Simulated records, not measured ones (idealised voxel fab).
Presented below is a process module, voxel spacer lines.
Section cut is 250 nm wide and gridded with 5 nm square cells.
Heads up, the way a cross-section reads in here is a grid of square cells, handed over as bands from the top down, with every band being one or more rows of cells. Read a band's entry like this: the first values are the height of its top and the height of its bottom in nm, and what follows is the sequence of materials from left to right, each with its width in nm. Note that "empty" is empty space, and that a single material marked "full width" reaches across the band from edge to edge. Ref level 0: as-received wafer is one material below here. Bottom band extends down with no lower bound ("top 0, no bottom"). A two-number width, for instance "30..40", indicates that the width is equal to the first number in the top row of the band and to the second number in the bottom row, and that it changes by a constant amount per row of cells. Reading "remains unaltered" for a step: not a cell of the cross-section changed in it. The label "Entrapped void list" introduces a list of the empty spaces, 8 cells or larger, that have no open way up to the top; each entry in it reads width x height at distance, where the distance is taken from the left edge and all three are stated in nm. Text after the settings on a step's line: the simulator's own remark on that step. Among the settings permitted on a step's line is "overlay nm"; applied to a step with a mask, it specifies the extent to which the mask lay to the right of its planned position, whereas a negative figure signifies a position to the left.
### Listed below are the process steps as planned
- 1: RECEIVE, material Si
- 2: CONFORMAL_DEP, material SiO2, thk nm 10
- 3: DIRECTIONAL_DEP, material TiN, thk nm 15
- 4: DIRECTIONAL_DEP, material aC, thk nm 30
- 5: PATTERN, tone cover, mask id MANDREL, material resist, width nm 25, pitch nm 80, thk nm 35, overlay nm 0
- 6: DIRECTIONAL_ETCH, etch materials aC, depth nm 30
- 7: STRIP, etch materials resist
- 8: CONFORMAL_DEP, material SiN, thk nm 15
- 9: DIRECTIONAL_ETCH, etch materials SiN, depth nm 15
- 10: STRIP, etch materials aC
- 11: DIRECTIONAL_ETCH, etch materials TiN, depth nm 15
- 12: STRIP, etch materials SiN
### Incoming wafer in cross-section (state: after step 1)
	top 0, no bottom | Si full width
	Entrapped void list: none
### Cross-section taken at module completion on the first of two wafers; processed per the plan
	top 25, bottom 10 | empty 55 | TiN 15 | empty 25 | TiN 15 | empty 25 | TiN 15 | empty 25 | TiN 15 | empty 60
	top 10, bottom 0 | SiO2 full width
	top 0, no bottom | Si full width
	Entrapped void list: none
### Second of two wafers, module complete, sectioned: it shares the first wafer's start and plan but was run with one mistake
	top 40, bottom 10 | aC full width
	top 10, bottom 0 | SiO2 full width
	top 0, no bottom | Si full width
	Entrapped void list: none
What was done differently from what was planned? plan steps 3 and 4 run swapped
Final tally in cells, some materials are higher or lower on the second wafer than on the first: TiN -36 | aC +300
